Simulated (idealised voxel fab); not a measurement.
This is a process module. Its name is voxel fin reveal.
Each square cell in cross-section cut measures 5 nm, and the section as a whole is 285 nm wide.
Cross-section layout: square cells on a grid; listed as bands, top to bottom; a band spans one or more cell rows.
Band: top and bottom heights (nm) first, top before bottom; then materials from left to right, widths in nm. "full width" marks a sole material filling the band edge to edge. "air" denotes empty space.
It should be noted that heights are counted from 0, beneath which the wafer as supplied is of one material throughout, and that the lowest band possesses no lower boundary but continues downward, as written in "0 -> down".
Note: "30->40" means the width goes from the first number (top row of the band) to the second number (bottom row) in equal steps per row of cells.
It should be understood that the words "nothing changed", when stated for a given step, signify that the cross-section underwent no change in any of its cells during that step.
"Enclosed void listing" means: voids of 8 cells or more that are shut off from the top with no open way through. Written width x height at distance, distance from the left edge, in nm.
Anything after a step's settings on that line? It's the simulator's own note about the step.
overlay nm: step with mask; distance mask lay right of planned place; negative value = left of planned place.

# So here's the lineup of process steps we planned
step 1: RECEIVE: material Si
step 2: CONFORMAL_DEP: material SiN, thk nm 10
step 3: MASKED_ETCH: tone cover, mask id FINS, width nm 15, pitch nm 40, etch materials SiN, depth nm 10, overlay nm 0
step 4: MASKED_ETCH: tone cover, mask id FINS, width nm 15, pitch nm 40, etch materials Si, depth nm 35, overlay nm 0
step 5: FILL_DEP: material SiO2, thk nm 10
step 6: CMP: height nm 10
step 7: SELECTIVE_ETCH: etch materials SiO2, depth nm 20
step 8: STRIP: etch materials SiN
step 9: CONFORMAL_DEP: material SiO2, thk nm 5

# Cross-sectional view of the wafer in its as-received condition, corresponding to the state after step 1
	0 -> down  Si full width
	Enclosed void listing: none

# Here's the wafer cut in cross-section after the module, started and planned just like above, except one thing was done wrong in the run
	15 -> 10  90 nm air / 25 nm SiO2 / 15 nm air / 25 nm SiO2 / 15 nm air / 25 nm SiO2 / 90 nm air
	10 -> 0  90 nm air / 5 nm SiO2 / 15 nm SiN / 5 nm SiO2 / 15 nm air / 5 nm SiO2 / 15 nm SiN / 5 nm SiO2 / 15 nm air / 5 nm SiO2 / 15 nm SiN / 5 nm SiO2 / 90 nm air
	0 -> -30  90 nm air / 5 nm SiO2 / 15 nm Si / 5 nm SiO2 / 15 nm air / 5 nm SiO2 / 15 nm Si / 5 nm SiO2 / 15 nm air / 5 nm SiO2 / 15 nm Si / 5 nm SiO2 / 90 nm air
	-30 -> -35  95 nm SiO2 / 15 nm Si / 25 nm SiO2 / 15 nm Si / 25 nm SiO2 / 15 nm Si / 95 nm SiO2
	-35 -> down  Si full width
	Enclosed void listing: none
Plan not followed: so step 8 ended up running with a different setting than we planned, it ran as STRIP: etch materials SiO2
